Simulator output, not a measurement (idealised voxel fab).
Process module heading - voxel self aligned contacts
Pictured: cross-section cut, 260 nm wide, on a grid of 5 nm square cells.
The cross-sections in this document take the form of a grid made of square cells. They are written out as bands, in order from top to bottom. Each band consists of one or more rows of cells. In this notation a band is specified by the heights of its top and bottom, in that order and in nm, after which its materials appear from left to right, each paired with its width in nm. The word "edge to edge" attached to a single material means that material fills the band from edge to edge; the word "empty" stands for empty space. Heads up on the height convention: 0 is the point under which the incoming wafer is all one material, and the lowest band has no bottom, it just keeps going down, like "0..down". The expression "30->40" gives the width at the extremes of the band, the first number at its top row of cells and the second at its bottom row, with the width changing by equal amounts from each row to the next in between. Reading "remains unaltered" for a step: not a cell of the cross-section changed in it. Reported under the label "Cavities, closed" are the empty spaces having no open way to the top and comprising 8 cells or more; the notation for each is width x height at distance, in which the distance is measured from the left edge and all three values are in nm. Read whatever lies past the settings on a step's line as the simulator's own remark about the step. overlay nm: where the mask lay relative to plan, measured to the right, on steps with a mask; negatives go left.

List of planned process steps:
1: RECEIVE [material Si]
2: CONFORMAL_DEP [material SiO2] [thk nm 5]
3: DIRECTIONAL_DEP [material polySi] [thk nm 30]
4: DIRECTIONAL_DEP [material SiN] [thk nm 25]
5: MASKED_ETCH [tone cover] [mask id GATE] [width nm 30] [pitch nm 75] [etch materials SiN] [depth nm 25] [overlay nm 0]
6: MASKED_ETCH [tone cover] [mask id GATE] [width nm 30] [pitch nm 75] [etch materials polySi] [depth nm 30] [overlay nm 0]
7: CONFORMAL_DEP [material SiN] [thk nm 10]
8: DIRECTIONAL_ETCH [etch materials SiN] [depth nm 10]
9: FILL_DEP [material SiO2] [thk nm 15]
10: CMP [height nm 65]
11: MASKED_ETCH [tone open] [mask id CONTACT] [width nm 55] [etch materials SiO2] [depth nm 65] [overlay nm 0]
12: CONFORMAL_DEP [material TiN] [thk nm 5]
13: FILL_DEP [material W] [thk nm 5]
14: CMP [height nm 65]
15: CONFORMAL_DEP [material SiN] [thk nm 5]

Cross-section: wafer on arrival = after step 1:
- 0..down  Si edge to edge
- Cavities, closed: none

Post-module cross-section of the first of two wafers (run per plan):
- 70..65  SiN edge to edge
- 65..60  100 nm SiO2 | 20 nm TiN | 15 nm W | 20 nm TiN | 105 nm SiO2
- 60..35  65 nm SiO2 | 50 nm SiN | 5 nm TiN | 15 nm W | 5 nm TiN | 50 nm SiN | 70 nm SiO2
- 35..5  65 nm SiO2 | 10 nm SiN | 30 nm polySi | 10 nm SiN | 5 nm TiN | 15 nm W | 5 nm TiN | 10 nm SiN | 30 nm polySi | 10 nm SiN | 70 nm SiO2
- 5..0  115 nm SiO2 | 25 nm TiN | 120 nm SiO2
- 0..down  Si edge to edge
- Cavities, closed: none

Second wafer cross-section at end of module - shared start and plan with the first, one mistake in the run:
- 70..65  SiN edge to edge
- 65..60  100 nm SiO2 | 20 nm TiN | 15 nm W | 20 nm TiN | 105 nm SiO2
- 60..35  65 nm SiO2 | 50 nm SiN | 5 nm TiN | 15 nm W | 5 nm TiN | 50 nm SiN | 70 nm SiO2
- 35..30  115 nm SiO2 | 25 nm TiN | 120 nm SiO2
- 30..0  polySi edge to edge
- 0..down  Si edge to edge
- Cavities, closed: none
Which mistake was made when the wafer was run? step 3 occupied the plan position of step 2, and the converse holds as well
The final cell counts differ between the wafers, with the second having more or fewer of some materials than the first: SiN: 48 fewer; SiO2: 162 fewer; TiN: 12 fewer; W: 18 fewer; polySi: 240 more
